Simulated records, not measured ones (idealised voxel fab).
Title: Process Module voxel gate over fins
The cross-section shown here is cut; it is 225 nm wide and divided into square cells measuring 5 nm on a side.
Bands, listed from the top down, are how a cross-section gets written in this document; the cross-section itself is a grid of square cells, and a band is one or more rows of them.
Look at the band entry: it leads with the top's height and the bottom's height in nm. Then it lists the materials left to right, with a width in nm for each. The word "throughout" on a single material says that material fills the band edge to edge. The word "blank" is empty space.
The level at which height equals 0 is the one under which the wafer, as it arrives, is entirely one material. No lower edge exists for the bottom band, which continues downward and is notated as in "z 0 and below".
The expression "30 to 40" gives the width at the extremes of the band, the first number at its top row of cells and the second at its bottom row, with the width changing by equal amounts from each row to the next in between.
Any step labelled "identical to before" changed none of the cells in the cross-section.
Each empty space that has no open way to the top and spans at least 8 cells appears under "Enclosed internal voids" as width x height at distance, the distance counted from the left edge, all in nm.
If you see something after the settings on a step's line, that's the simulator's own remark about that step.
overlay nm: for a step with a mask, the amount by which the mask lay right of where it was planned; a negative amount means left of it.
Set out below are the planned steps of the process
- 1: RECEIVE,material Si
- 2: CONFORMAL_DEP,material SiN,thk nm 5
- 3: DIRECTIONAL_DEP,material aC,thk nm 15
- 4: PATTERN,tone cover,mask id FINS,material resist,width nm 15,pitch nm 40,thk nm 35,overlay nm 0
- 5: DIRECTIONAL_ETCH,etch materials aC,depth nm 15
- 6: STRIP,etch materials resist
- 7: DIRECTIONAL_ETCH,etch materials SiN,depth nm 5
- 8: DIRECTIONAL_ETCH,etch materials Si,depth nm 35
- 9: STRIP,etch materials aC
- 10: OXIDIZE,depth nm 5
- 11: FILL_DEP,material SiO2,thk nm 15
- 12: CMP,height nm 5
- 13: SELECTIVE_ETCH,etch materials SiO2,depth nm 15
- 14: STRIP,etch materials SiN
- 15: CONFORMAL_DEP,material HfO2,thk nm 5
- 16: CONFORMAL_DEP,material TiN,thk nm 5
- 17: CONFORMAL_DEP,material TiAl,thk nm 5
- 18: CONFORMAL_DEP,material TiN,thk nm 5
- 19: FILL_DEP,material W,thk nm 10
- 20: CMP,height nm 25
- 21: CONFORMAL_DEP,material SiCN,thk nm 5
first wafer, as planned
Cross-section of the wafer at receipt, which is the condition after step 1
  z 0 and below = Si throughout
  Enclosed internal voids: none
Once step 2 is through, the wafer looks like this in cross-section
  z 5 to 0 = SiN throughout
  Rest of section, below 0: as before.
Once step 3 is through, the wafer looks like this in cross-section
  z 20 to 5 = aC throughout
  Rest of section, below 5: as before.
Once step 4 is through, the wafer looks like this in cross-section
  z 55 to 20 = blank 45  resist 15  blank 25  resist 15  blank 25  resist 15  blank 25  resist 15  blank 45
  Rest of section, below 20: as before.
Once step 5 is through, the wafer looks like this in cross-section
  z 40 to 20 = blank 45  resist 15  blank 25  resist 15  blank 25  resist 15  blank 25  resist 15  blank 45
  z 20 to 5 = blank 45  aC 15  blank 25  aC 15  blank 25  aC 15  blank 25  aC 15  blank 45
  Rest of section, below 5: as before.
Once step 6 is through, the wafer looks like this in cross-section
  z 20 to 5 = blank 45  aC 15  blank 25  aC 15  blank 25  aC 15  blank 25  aC 15  blank 45
  Rest of section, below 5: as before.
Once step 7 is through, the wafer looks like this in cross-section
  z 20 to 5 = blank 45  aC 15  blank 25  aC 15  blank 25  aC 15  blank 25  aC 15  blank 45
  z 5 to 0 = blank 45  SiN 15  blank 25  SiN 15  blank 25  SiN 15  blank 25  SiN 15  blank 45
  Rest of section, below 0: as before.
Once step 8 is through, the wafer looks like this in cross-section
  z 20 to 5 = blank 45  aC 15  blank 25  aC 15  blank 25  aC 15  blank 25  aC 15  blank 45
  z 5 to 0 = blank 45  SiN 15  blank 25  SiN 15  blank 25  SiN 15  blank 25  SiN 15  blank 45
  z 0 to -35 = blank 45  Si 15  blank 25  Si 15  blank 25  Si 15  blank 25  Si 15  blank 45
  Rest of section, below -35: as before.
Once step 9 is through, the wafer looks like this in cross-section
  z 5 to 0 = blank 45  SiN 15  blank 25  SiN 15  blank 25  SiN 15  blank 25  SiN 15  blank 45
  Rest of section, below 0: as before.
Once step 10 is through, the wafer looks like this in cross-section
  z 5 to 0 = blank 45  SiN 15  blank 25  SiN 15  blank 25  SiN 15  blank 25  SiN 15  blank 45
  z 0 to -35 = blank 45  SiO2 5  Si 5  SiO2 5  blank 25  SiO2 5  Si 5  SiO2 5  blank 25  SiO2 5  Si 5  SiO2 5  blank 25  SiO2 5  Si 5  SiO2 5  blank 45
  z -35 to -40 = SiO2 50  Si 5  SiO2 35  Si 5  SiO2 35  Si 5  SiO2 35  Si 5  SiO2 50
  Rest of section, below -40: as before.
Once step 11 is through, the wafer looks like this in cross-section
  z 20 to 5 = SiO2 throughout
  z 5 to 0 = SiO2 45  SiN 15  SiO2 25  SiN 15  SiO2 25  SiN 15  SiO2 25  SiN 15  SiO2 45
  z 0 to -40 = SiO2 50  Si 5  SiO2 35  Si 5  SiO2 35  Si 5  SiO2 35  Si 5  SiO2 50
  Rest of section, below -40: as before.
Once step 12 is through, the wafer looks like this in cross-section
  z 5 to 0 = SiO2 45  SiN 15  SiO2 25  SiN 15  SiO2 25  SiN 15  SiO2 25  SiN 15  SiO2 45
  Rest of section, below 0: as before.
Once step 13 is through, the wafer looks like this in cross-section
  z 5 to 0 = blank 45  SiN 15  blank 25  SiN 15  blank 25  SiN 15  blank 25  SiN 15  blank 45
  z 0 to -10 = blank 50  Si 5  blank 35  Si 5  blank 35  Si 5  blank 35  Si 5  blank 50
  Rest of section, below -10: as before.
Once step 14 is through, the wafer looks like this in cross-section
  z 0 to -10 = blank 50  Si 5  blank 35  Si 5  blank 35  Si 5  blank 35  Si 5  blank 50
  Rest of section, below -10: as before.
Once step 15 is through, the wafer looks like this in cross-section
  z 5 to 0 = blank 45  HfO2 15  blank 25  HfO2 15  blank 25  HfO2 15  blank 25  HfO2 15  blank 45
  z 0 to -5 = blank 45  HfO2 5  Si 5  HfO2 5  blank 25  HfO2 5  Si 5  HfO2 5  blank 25  HfO2 5  Si 5  HfO2 5  blank 25  HfO2 5  Si 5  HfO2 5  blank 45
  z -5 to -10 = HfO2 50  Si 5  HfO2 35  Si 5  HfO2 35  Si 5  HfO2 35  Si 5  HfO2 50
  Rest of section, below -10: as before.
Once step 16 is through, the wafer looks like this in cross-section
  z 10 to 5 = blank 40  TiN 25  blank 15  TiN 25  blank 15  TiN 25  blank 15  TiN 25  blank 40
  z 5 to 0 = blank 40  TiN 5  HfO2 15  TiN 5  blank 15  TiN 5  HfO2 15  TiN 5  blank 15  TiN 5  HfO2 15  TiN 5  blank 15  TiN 5  HfO2 15  TiN 5  blank 40
  z 0 to -5 = TiN 45  HfO2 5  Si 5  HfO2 5  TiN 25  HfO2 5  Si 5  HfO2 5  TiN 25  HfO2 5  Si 5  HfO2 5  TiN 25  HfO2 5  Si 5  HfO2 5  TiN 45
  Rest of section, below -5: as before.
Once step 17 is through, the wafer looks like this in cross-section
  z 15 to 10 = blank 35  TiAl 35  blank 5  TiAl 35  blank 5  TiAl 35  blank 5  TiAl 35  blank 35
  z 10 to 5 = blank 35  TiAl 5  TiN 25  TiAl 5  blank 5  TiAl 5  TiN 25  TiAl 5  blank 5  TiAl 5  TiN 25  TiAl 5  blank 5  TiAl 5  TiN 25  TiAl 5  blank 35
  z 5 to 0 = TiAl 40  TiN 5  HfO2 15  TiN 5  TiAl 15  TiN 5  HfO2 15  TiN 5  TiAl 15  TiN 5  HfO2 15  TiN 5  TiAl 15  TiN 5  HfO2 15  TiN 5  TiAl 40
  Rest of section, below 0: as before.
Once step 18 is through, the wafer looks like this in cross-section
  z 20 to 15 = blank 30  TiN 165  blank 30
  z 15 to 10 = blank 30  TiN 5  TiAl 35  TiN 5  TiAl 35  TiN 5  TiAl 35  TiN 5  TiAl 35  TiN 5  blank 30
  z 10 to 5 = TiN 35  TiAl 5  TiN 25  TiAl 5  TiN 5  TiAl 5  TiN 25  TiAl 5  TiN 5  TiAl 5  TiN 25  TiAl 5  TiN 5  TiAl 5  TiN 25  TiAl 5  TiN 35
  Rest of section, below 5: as before.
Once step 19 is through, the wafer looks like this in cross-section
  z 30 to 20 = W throughout
  z 20 to 15 = W 30  TiN 165  W 30
  z 15 to 10 = W 30  TiN 5  TiAl 35  TiN 5  TiAl 35  TiN 5  TiAl 35  TiN 5  TiAl 35  TiN 5  W 30
  Rest of section, below 10: as before.
Once step 20 is through, the wafer looks like this in cross-section
  z 25 to 20 = W throughout
  Rest of section, below 20: as before.
Once step 21 is through, the wafer looks like this in cross-section
  z 30 to 25 = SiCN throughout
  Rest of section, below 25: as before.
Wafer two of the pair: same origin, same plan, one error during the run; identical to wafer one up to and including step 3
Second wafer, sectioned view, at step 4's planned end time
  z 55 to 20 = blank 40  resist 25  blank 15  resist 25  blank 15  resist 25  blank 15  resist 25  blank 40
  Rest of section, below 20: as before.
Second wafer, sectioned view, at step 5's planned end time
  z 40 to 20 = blank 40  resist 25  blank 15  resist 25  blank 15  resist 25  blank 15  resist 25  blank 40
  z 20 to 5 = blank 40  aC 25  blank 15  aC 25  blank 15  aC 25  blank 15  aC 25  blank 40
  Rest of section, below 5: as before.
Second wafer, sectioned view, at step 6's planned end time
  z 20 to 5 = blank 40  aC 25  blank 15  aC 25  blank 15  aC 25  blank 15  aC 25  blank 40
  Rest of section, below 5: as before.
Second wafer, sectioned view, at step 7's planned end time
  z 20 to 5 = blank 40  aC 25  blank 15  aC 25  blank 15  aC 25  blank 15  aC 25  blank 40
  z 5 to 0 = blank 40  SiN 25  blank 15  SiN 25  blank 15  SiN 25  blank 15  SiN 25  blank 40
  Rest of section, below 0: as before.
Second wafer, sectioned view, at step 8's planned end time
  z 20 to 5 = blank 40  aC 25  blank 15  aC 25  blank 15  aC 25  blank 15  aC 25  blank 40
  z 5 to 0 = blank 40  SiN 25  blank 15  SiN 25  blank 15  SiN 25  blank 15  SiN 25  blank 40
  z 0 to -35 = blank 40  Si 25  blank 15  Si 25  blank 15  Si 25  blank 15  Si 25  blank 40
  Rest of section, below -35: as before.
Second wafer, sectioned view, at step 9's planned end time
  z 5 to 0 = blank 40  SiN 25  blank 15  SiN 25  blank 15  SiN 25  blank 15  SiN 25  blank 40
  Rest of section, below 0: as before.
Second wafer, sectioned view, at step 10's planned end time
  z 5 to 0 = blank 40  SiN 25  blank 15  SiN 25  blank 15  SiN 25  blank 15  SiN 25  blank 40
  z 0 to -35 = blank 40  SiO2 5  Si 15  SiO2 5  blank 15  SiO2 5  Si 15  SiO2 5  blank 15  SiO2 5  Si 15  SiO2 5  blank 15  SiO2 5  Si 15  SiO2 5  blank 40
  z -35 to -40 = SiO2 45  Si 15  SiO2 25  Si 15  SiO2 25  Si 15  SiO2 25  Si 15  SiO2 45
  Rest of section, below -40: as before.
Second wafer, sectioned view, at step 11's planned end time
  z 20 to 5 = SiO2 throughout
  z 5 to 0 = SiO2 40  SiN 25  SiO2 15  SiN 25  SiO2 15  SiN 25  SiO2 15  SiN 25  SiO2 40
  z 0 to -40 = SiO2 45  Si 15  SiO2 25  Si 15  SiO2 25  Si 15  SiO2 25  Si 15  SiO2 45
  Rest of section, below -40: as before.
Second wafer, sectioned view, at step 12's planned end time
  z 5 to 0 = SiO2 40  SiN 25  SiO2 15  SiN 25  SiO2 15  SiN 25  SiO2 15  SiN 25  SiO2 40
  Rest of section, below 0: as before.
Second wafer, sectioned view, at step 13's planned end time
  z 5 to 0 = blank 40  SiN 25  blank 15  SiN 25  blank 15  SiN 25  blank 15  SiN 25  blank 40
  z 0 to -10 = blank 45  Si 15  blank 25  Si 15  blank 25  Si 15  blank 25  Si 15  blank 45
  Rest of section, below -10: as before.
Second wafer, sectioned view, at step 14's planned end time
  z 0 to -10 = blank 45  Si 15  blank 25  Si 15  blank 25  Si 15  blank 25  Si 15  blank 45
  Rest of section, below -10: as before.
Second wafer, sectioned view, at step 15's planned end time
  z 5 to 0 = blank 40  HfO2 25  blank 15  HfO2 25  blank 15  HfO2 25  blank 15  HfO2 25  blank 40
  z 0 to -5 = blank 40  HfO2 5  Si 15  HfO2 5  blank 15  HfO2 5  Si 15  HfO2 5  blank 15  HfO2 5  Si 15  HfO2 5  blank 15  HfO2 5  Si 15  HfO2 5  blank 40
  z -5 to -10 = HfO2 45  Si 15  HfO2 25  Si 15  HfO2 25  Si 15  HfO2 25  Si 15  HfO2 45
  Rest of section, below -10: as before.
Second wafer, sectioned view, at step 16's planned end time
  z 10 to 5 = blank 35  TiN 35  blank 5  TiN 35  blank 5  TiN 35  blank 5  TiN 35  blank 35
  z 5 to 0 = blank 35  TiN 5  HfO2 25  TiN 5  blank 5  TiN 5  HfO2 25  TiN 5  blank 5  TiN 5  HfO2 25  TiN 5  blank 5  TiN 5  HfO2 25  TiN 5  blank 35
  z 0 to -5 = TiN 40  HfO2 5  Si 15  HfO2 5  TiN 15  HfO2 5  Si 15  HfO2 5  TiN 15  HfO2 5  Si 15  HfO2 5  TiN 15  HfO2 5  Si 15  HfO2 5  TiN 40
  Rest of section, below -5: as before.
Second wafer, sectioned view, at step 17's planned end time
  z 15 to 10 = blank 30  TiAl 165  blank 30
  z 10 to 5 = blank 30  TiAl 5  TiN 35  TiAl 5  TiN 35  TiAl 5  TiN 35  TiAl 5  TiN 35  TiAl 5  blank 30
  z 5 to 0 = TiAl 35  TiN 5  HfO2 25  TiN 5  TiAl 5  TiN 5  HfO2 25  TiN 5  TiAl 5  TiN 5  HfO2 25  TiN 5  TiAl 5  TiN 5  HfO2 25  TiN 5  TiAl 35
  Rest of section, below 0: as before.
Second wafer, sectioned view, at step 18's planned end time
  z 20 to 15 = blank 25  TiN 175  blank 25
  z 15 to 10 = blank 25  TiN 5  TiAl 165  TiN 5  blank 25
  z 10 to 5 = TiN 30  TiAl 5  TiN 35  TiAl 5  TiN 35  TiAl 5  TiN 35  TiAl 5  TiN 35  TiAl 5  TiN 30
  Rest of section, below 5: as before.
Second wafer, sectioned view, at step 19's planned end time
  z 30 to 20 = W throughout
  z 20 to 15 = W 25  TiN 175  W 25
  z 15 to 10 = W 25  TiN 5  TiAl 165  TiN 5  W 25
  Rest of section, below 10: as before.
Second wafer, sectioned view, at step 20's planned end time
  z 25 to 20 = W throughout
  Rest of section, below 20: as before.
Second wafer, sectioned view, at step 21's planned end time
  z 30 to 25 = SiCN throughout
  Rest of section, below 25: as before.
What was done differently from what was planned? step 4 did not use the planned setting and instead ran as PATTERN,tone cover,mask id FINS,material resist,width nm 25,pitch nm 40,thk nm 35,overlay nm 0
at the end the second wafer has, in cells: +64 Si | -48 SiO2 | -6 TiAl | -6 TiN | -4 W
